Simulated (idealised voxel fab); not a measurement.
process module | voxel self aligned vias
cross-section cut | 245 nm wide | cells 5 nm
A cross-section is a grid of square cells, given in bands from the top down. A band is one or more rows of cells.
Each band's line starts with the height of the band's top and of its bottom, in nm. Then come its materials from left to right, each with its width in nm. One material with "throughout" fills the band from edge to edge. "air" is empty space.
Height 0 is the level under which the wafer as received is all one material. The lowest band goes on downwards, as in "0 down".
A width such as "30 to 40" changes by the same amount from each row of cells to the next, from the band's top row to its bottom row.
"no change" after a step means that no cell of the cross-section changed.
closed voids: empty space of 8 cells or more with no open way to the top, each as width x height at its distance from the left edge, in nm
after a step's settings: what the simulator itself notes on the step
overlay nm, on a step with a mask: how far to the right of its planned place the mask lay; to the left if negative
plan
1 op RECEIVE | material Si
2 op CONFORMAL_DEP | material SiO2 | thk nm 10
3 op CONFORMAL_DEP | material SiCN | thk nm 5
4 op DIRECTIONAL_DEP | material SiO2 | thk nm 30
5 op PATTERN | tone open | mask id LINES | material resist | width nm 30 | pitch nm 70 | thk nm 15 | overlay nm 0
6 op DIRECTIONAL_ETCH | etch materials SiO2 | depth nm 30
7 op STRIP | etch materials resist
8 op CONFORMAL_DEP | material TiN | thk nm 5
9 op FILL_DEP | material Ru | thk nm 5
10 op CMP | height nm 45
11 op SELECTIVE_ETCH | etch materials W Ru TiN | depth nm 5
12 op FILL_DEP | material SiN | thk nm 5
13 op CMP | height nm 45
14 op DIRECTIONAL_DEP | material SiO2 | thk nm 20
15 op DIRECTIONAL_DEP | material aC | thk nm 15
16 op PATTERN | tone open | mask id VIAS | material resist | width nm 50 | pitch nm 140 | thk nm 35 | overlay nm 0
17 op DIRECTIONAL_ETCH | etch materials aC | depth nm 15
18 op STRIP | etch materials resist
19 op DIRECTIONAL_ETCH | etch materials SiO2 | depth nm 20
20 op DIRECTIONAL_ETCH | etch materials SiN | depth nm 5
21 op STRIP | etch materials aC
22 op CONFORMAL_DEP | material TiN | thk nm 5
23 op FILL_DEP | material W | thk nm 5
24 op CMP | height nm 65
25 op CONFORMAL_DEP | material SiN | thk nm 5
as received, after step 1
  0 down: Si throughout
  closed voids: none
first wafer at the end, as planned
  70 to 65: SiN throughout
  65 to 50: SiO2 25 | TiN 5 | W 40 | TiN 5 | SiO2 90 | TiN 5 | W 40 | TiN 5 | SiO2 30
  50 to 45: SiO2 25 | TiN 15 | W 20 | TiN 15 | SiO2 90 | TiN 15 | W 20 | TiN 15 | SiO2 30
  45 to 40: SiO2 35 | TiN 30 | SiO2 40 | SiN 30 | SiO2 40 | TiN 30 | SiO2 40
  40 to 20: SiO2 35 | TiN 5 | Ru 20 | TiN 5 | SiO2 40 | TiN 5 | Ru 20 | TiN 5 | SiO2 40 | TiN 5 | Ru 20 | TiN 5 | SiO2 40
  20 to 15: SiO2 35 | TiN 30 | SiO2 40 | TiN 30 | SiO2 40 | TiN 30 | SiO2 40
  15 to 10: SiCN throughout
  10 to 0: SiO2 throughout
  0 down: Si throughout
  closed voids: none
second wafer at the end: like start, like plan, one mistake
  70 to 65: SiN throughout
  65 to 45: SiO2 25 | TiN 5 | W 40 | TiN 5 | SiO2 90 | TiN 5 | W 40 | TiN 5 | SiO2 30
  45 to 40: SiN 25 | TiN 50 | SiN 90 | TiN 50 | SiN 30
  40 to 35: TiN 40 | Ru 20 | TiN 50 | Ru 20 | TiN 50 | Ru 20 | TiN 45
  35 to 10: SiO2 35 | TiN 5 | Ru 20 | TiN 5 | SiO2 40 | TiN 5 | Ru 20 | TiN 5 | SiO2 40 | TiN 5 | Ru 20 | TiN 5 | SiO2 40
  10 to 5: SiO2 35 | TiN 30 | SiO2 40 | TiN 30 | SiO2 40 | TiN 30 | SiO2 40
  5 to 0: SiCN throughout
  0 down: Si throughout
  closed voids: none
what went wrong: step 2 was left out
at the end the second wafer has, in cells: 24 more of Ru | 23 more of SiN | 98 fewer of SiO2 | 43 more of TiN | 8 more of W
